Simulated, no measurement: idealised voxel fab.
This is a process module. Its name is voxel plated lines.
Xsec cut, 290 nm wide, square cell size 5 nm.
We lay out every cross-section as a grid of square cells and spell it out in bands from the top down, where one band means one or more rows of cells. Read a band's entry like this: the first values are the height of its top and the height of its bottom in nm, and what follows is the sequence of materials from left to right, each with its width in nm. Note that "air" is empty space, and that a single material marked "throughout" reaches across the band from edge to edge. Heights are reckoned from 0. Under this level, the received wafer is all of one material. The bottommost band is open-ended downward, for example "top 0, no bottom". The notation "30->40" denotes a width that varies across the rows of cells in the band, beginning at the first number in the top row, finishing at the second number in the bottom row, and changing by an identical amount from each row to the next. Take "stayed the same" at face value: in the step it is given for, the cross-section changed in none of its cells. Listed in "Encapsulated voids": every empty space of 8 or more cells without an open way to the top. Form: width x height at distance, the distance being from the left edge, all in nm. On each step's line, the part that comes after the settings is the simulator's own comment on the step. overlay nm, on a step with a mask: how far to the right of its planned place the mask lay; to the left if negative.
### So here's the lineup of process steps we planned
| 1 | RECEIVE (material Si) |
| 2 | CONFORMAL_DEP (material Al2O3; thk nm 5) |
| 3 | DIRECTIONAL_DEP (material TiN; thk nm 5) |
| 4 | PATTERN (tone open; mask id LINES; material resist; width nm 30; pitch nm 55; thk nm 35; overlay nm 0) |
| 5 | EPI (material Ru; thk nm 10) |
| 6 | EPI (material Ru; thk nm 5) |
| 7 | EPI (material Ru; thk nm 10) |
| 8 | STRIP (etch materials resist) |
| 9 | DIRECTIONAL_ETCH (etch materials TiN; depth nm 5) |
| 10 | CONFORMAL_DEP (material SiCN; thk nm 10) |
### First of the two wafers, run per plan
### As received (post step 1): cross-section
  top 0, no bottom: Si throughout
  Encapsulated voids: none
### Cross-section of the wafer after step 2
  top 5, bottom 0: Al2O3 throughout
  Rest of section, below 0: as before.
### Cross-section of the wafer after step 3
  top 10, bottom 5: TiN throughout
  Rest of section, below 5: as before.
### Cross-section of the wafer after step 4
  top 45, bottom 10: 45 resist  30 air  25 resist  30 air  25 resist  30 air  25 resist  30 air  50 resist
  Rest of section, below 10: as before.
### Cross-section of the wafer after step 5
  top 45, bottom 20: 45 resist  30 air  25 resist  30 air  25 resist  30 air  25 resist  30 air  50 resist
  top 20, bottom 10: 45 resist  30 Ru  25 resist  30 Ru  25 resist  30 Ru  25 resist  30 Ru  50 resist
  Rest of section, below 10: as before.
### Cross-section of the wafer after step 6
  top 45, bottom 25: 45 resist  30 air  25 resist  30 air  25 resist  30 air  25 resist  30 air  50 resist
  top 25, bottom 10: 45 resist  30 Ru  25 resist  30 Ru  25 resist  30 Ru  25 resist  30 Ru  50 resist
  Rest of section, below 10: as before.
### Cross-section of the wafer after step 7
  top 45, bottom 35: 45 resist  30 air  25 resist  30 air  25 resist  30 air  25 resist  30 air  50 resist
  top 35, bottom 10: 45 resist  30 Ru  25 resist  30 Ru  25 resist  30 Ru  25 resist  30 Ru  50 resist
  Rest of section, below 10: as before.
### Cross-section of the wafer after step 8
  top 35, bottom 10: 45 air  30 Ru  25 air  30 Ru  25 air  30 Ru  25 air  30 Ru  50 air
  Rest of section, below 10: as before.
### Cross-section of the wafer after step 9
  top 35, bottom 10: 45 air  30 Ru  25 air  30 Ru  25 air  30 Ru  25 air  30 Ru  50 air
  top 10, bottom 5: 45 air  30 TiN  25 air  30 TiN  25 air  30 TiN  25 air  30 TiN  50 air
  Rest of section, below 5: as before.
### Cross-section of the wafer after step 10
  top 45, bottom 35: 35 air  50 SiCN  5 air  50 SiCN  5 air  50 SiCN  5 air  50 SiCN  40 air
  top 35, bottom 15: 35 air  10 SiCN  30 Ru  10 SiCN  5 air  10 SiCN  30 Ru  10 SiCN  5 air  10 SiCN  30 Ru  10 SiCN  5 air  10 SiCN  30 Ru  10 SiCN  40 air
  top 15, bottom 10: 45 SiCN  30 Ru  25 SiCN  30 Ru  25 SiCN  30 Ru  25 SiCN  30 Ru  50 SiCN
  top 10, bottom 5: 45 SiCN  30 TiN  25 SiCN  30 TiN  25 SiCN  30 TiN  25 SiCN  30 TiN  50 SiCN
  Rest of section, below 5: as before.
### Second wafer - shared start and plan with the first - one error in running - same as the first up to step 3 inclusive
### Cross-sectional representation of the second wafer at the time designated in the plan for the completion of step 4
  top 45, bottom 10: 35 resist  30 air  25 resist  30 air  25 resist  30 air  25 resist  30 air  60 resist
  Rest of section, below 10: as before.
### Cross-sectional representation of the second wafer at the time designated in the plan for the completion of step 5
  top 45, bottom 20: 35 resist  30 air  25 resist  30 air  25 resist  30 air  25 resist  30 air  60 resist
  top 20, bottom 10: 35 resist  30 Ru  25 resist  30 Ru  25 resist  30 Ru  25 resist  30 Ru  60 resist
  Rest of section, below 10: as before.
### Cross-sectional representation of the second wafer at the time designated in the plan for the completion of step 6
  top 45, bottom 25: 35 resist  30 air  25 resist  30 air  25 resist  30 air  25 resist  30 air  60 resist
  top 25, bottom 10: 35 resist  30 Ru  25 resist  30 Ru  25 resist  30 Ru  25 resist  30 Ru  60 resist
  Rest of section, below 10: as before.
### Cross-sectional representation of the second wafer at the time designated in the plan for the completion of step 7
  top 45, bottom 35: 35 resist  30 air  25 resist  30 air  25 resist  30 air  25 resist  30 air  60 resist
  top 35, bottom 10: 35 resist  30 Ru  25 resist  30 Ru  25 resist  30 Ru  25 resist  30 Ru  60 resist
  Rest of section, below 10: as before.
### Cross-sectional representation of the second wafer at the time designated in the plan for the completion of step 8
  top 35, bottom 10: 35 air  30 Ru  25 air  30 Ru  25 air  30 Ru  25 air  30 Ru  60 air
  Rest of section, below 10: as before.
### Cross-sectional representation of the second wafer at the time designated in the plan for the completion of step 9
  top 35, bottom 10: 35 air  30 Ru  25 air  30 Ru  25 air  30 Ru  25 air  30 Ru  60 air
  top 10, bottom 5: 35 air  30 TiN  25 air  30 TiN  25 air  30 TiN  25 air  30 TiN  60 air
  Rest of section, below 5: as before.
### Cross-sectional representation of the second wafer at the time designated in the plan for the completion of step 10
  top 45, bottom 35: 25 air  50 SiCN  5 air  50 SiCN  5 air  50 SiCN  5 air  50 SiCN  50 air
  top 35, bottom 15: 25 air  10 SiCN  30 Ru  10 SiCN  5 air  10 SiCN  30 Ru  10 SiCN  5 air  10 SiCN  30 Ru  10 SiCN  5 air  10 SiCN  30 Ru  10 SiCN  50 air
  top 15, bottom 10: 35 SiCN  30 Ru  25 SiCN  30 Ru  25 SiCN  30 Ru  25 SiCN  30 Ru  60 SiCN
  top 10, bottom 5: 35 SiCN  30 TiN  25 SiCN  30 TiN  25 SiCN  30 TiN  25 SiCN  30 TiN  60 SiCN
  Rest of section, below 5: as before.
The plan and the run diverged here: in deviation from the planned setting, step 4 was conducted as PATTERN (tone open; mask id LINES; material resist; width nm 30; pitch nm 55; thk nm 35; overlay nm -10)
Matching per-material cell counts, mismatched positions: that is how the second wafer compares with the first at the end.
